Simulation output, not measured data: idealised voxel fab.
The following is a process module called voxel fin reveal.
Xsec cut, 260 nm wide, square cell size 5 nm.
Cross-section spec: square-cell grid; bands listed top down; each band is one or more rows.
For a band, the entry starts with two heights in nm, that of the top and then that of the bottom, and carries on with the band's materials in order from left to right, each alongside its width in nm; the word "throughout" beside a single material means it fills the band edge to edge, and "empty" means empty space.
The level at which height equals 0 is the one under which the wafer, as it arrives, is entirely one material. No lower edge exists for the bottom band, which continues downward and is notated as in "0..down".
A width such as "30->40" changes by the same amount from each row of cells to the next, from the band's top row to its bottom row.
"remained unchanged" (step): cross-section cells unchanged, all of them.
Enclosed voids (no open way to top), threshold 8 cells or more, entry "Internal closed voids", notation width x height at distance, distance from left edge, nm.
Whatever follows a step's settings on its line is a remark the simulator itself makes about that step.
When a step includes a mask, the "overlay nm" setting on its line states how far to the right of its planned place that mask lay, and negative values state how far to the left.

### Listed below are the process steps as planned
1 RECEIVE (material Si)
2 CONFORMAL_DEP (material SiN; thk nm 10)
3 PATTERN (tone cover; mask id FINS; material resist; width nm 15; pitch nm 35; thk nm 20; overlay nm 0)
4 DIRECTIONAL_ETCH (etch materials SiN; depth nm 10)
5 DIRECTIONAL_ETCH (etch materials Si; depth nm 30)
6 STRIP (etch materials resist)
7 OXIDIZE (depth nm 5)
8 FILL_DEP (material SiO2; thk nm 10)
9 CMP (height nm 10)
10 SELECTIVE_ETCH (etch materials SiO2; depth nm 25)
11 STRIP (etch materials SiN)

### Cross-section of the wafer as it came to us, i.e., already through step 1
- 0..down = Si throughout
- Internal closed voids: none

### The first of two wafers, cross-sectioned at the end of the module, with the run proceeding as planned
- 0..-15 = empty=75 / Si=5 / empty=30 / Si=5 / empty=30 / Si=5 / empty=30 / Si=5 / empty=75
- -15..-35 = SiO2=75 / Si=5 / SiO2=30 / Si=5 / SiO2=30 / Si=5 / SiO2=30 / Si=5 / SiO2=75
- -35..down = Si throughout
- Internal closed voids: none

### Wafer two (of two), end-of-module cross-section: start = wafer one, plan = wafer one, one run mistake
- 0..-15 = empty=75 / Si=5 / empty=30 / Si=5 / empty=30 / Si=5 / empty=30 / Si=5 / empty=75
- -15..-25 = SiO2=45 / empty=30 / Si=5 / empty=30 / Si=5 / empty=30 / Si=5 / empty=30 / Si=5 / empty=30 / SiO2=45
- -25..-35 = SiO2=75 / Si=5 / SiO2=30 / Si=5 / SiO2=30 / Si=5 / SiO2=30 / Si=5 / SiO2=75
- -35..down = Si throughout
- Internal closed voids: none
Run error: swap of plan steps 10 and 11 during execution
Counted in cells at the end, the second wafer holds more or fewer of these materials than the first: SiO2: 60 fewer
